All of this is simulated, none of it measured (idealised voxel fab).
Herein follows the process module entitled voxel spacer lines.
The cross-section on display is named cut; it measures 180 nm wide, and its cells are 5 nm squares.
We lay out every cross-section as a grid of square cells and spell it out in bands from the top down, where one band means one or more rows of cells.
Band: top height; bottom height; in nm. Then, left to right: material with width in nm, for each material. "full width": a single material spanning edge to edge. "blank": empty space.
Heads up on the height convention: 0 is the point under which the incoming wafer is all one material, and the lowest band has no bottom, it just keeps going down, like "from 0 down".
Width spec "30..40" -> top row of cells at first value, bottom row at second value, equal per-row change in between.
The designation "stayed the same", where it is given for a processing step, indicates that no cell of the cross-section was altered in the course of that step.
Closed empty spaces (no open way to the top) of 8 cells or more are what "Enclosed void listing" lists, each as width x height at distance from the left edge, nm for all three.
Text after the settings on a step's line: the simulator's own remark on that step.
overlay nm: right-of-plan distance of the mask on a masked step; negative values mean left-of-plan.
**Process steps - plan**
1,RECEIVE, material Si
2,CONFORMAL_DEP, material Al2O3, thk nm 5
3,DIRECTIONAL_DEP, material TiN, thk nm 15
4,DIRECTIONAL_DEP, material polySi, thk nm 25
5,PATTERN, tone cover, mask id MANDREL, material resist, width nm 25, pitch nm 80, thk nm 30, overlay nm -15
6,DIRECTIONAL_ETCH, etch materials polySi, depth nm 25
7,STRIP, etch materials resist
8,CONFORMAL_DEP, material SiO2, thk nm 15
9,DIRECTIONAL_ETCH, etch materials SiO2, depth nm 15
10,STRIP, etch materials polySi
11,DIRECTIONAL_ETCH, etch materials TiN, depth nm 15
12,STRIP, etch materials SiO2
Quick note for whoever runs this: the wafers start identical, but the overlay nm at step 5 isn't the same across them. The plan just shows what the first wafer had.
**The first of several wafers as received, shown in cross-section; this is its state after step 1**
  from 0 down = Si full width
  Enclosed void listing: none
**Quick look at the cross-section of the first of several wafers after step 12, which wraps up the module**
  from 20 to 5 = 5 nm blank, then 15 nm TiN, then 25 nm blank, then 15 nm TiN, then 25 nm blank, then 15 nm TiN, then 25 nm blank, then 15 nm TiN, then 40 nm blank
  from 5 to 0 = Al2O3 full width
  from 0 down = Si full width
  Enclosed void listing: none
**Module end, final wafer: cross-section**
  from 20 to 5 = 35 nm blank, then 15 nm TiN, then 25 nm blank, then 15 nm TiN, then 25 nm blank, then 15 nm TiN, then 25 nm blank, then 15 nm TiN, then 10 nm blank
  from 5 to 0 = Al2O3 full width
  from 0 down = Si full width
  Enclosed void listing: none
**Table: wafers, a row each; end-of-module cell change per material since receipt, gain (+), loss (-); then closed voids**
overlay nm -15, +36 Al2O3, +36 TiN, Enclosed void listing: none
overlay nm -10, +36 Al2O3, +36 TiN, Enclosed void listing: none
overlay nm -5, +36 Al2O3, +36 TiN, Enclosed void listing: none
overlay nm 0, +36 Al2O3, +36 TiN, Enclosed void listing: none
overlay nm 5, +36 Al2O3, +36 TiN, Enclosed void listing: none
overlay nm 10, +36 Al2O3, +36 TiN, Enclosed void listing: none
overlay nm 15, +36 Al2O3, +36 TiN, Enclosed void listing: none
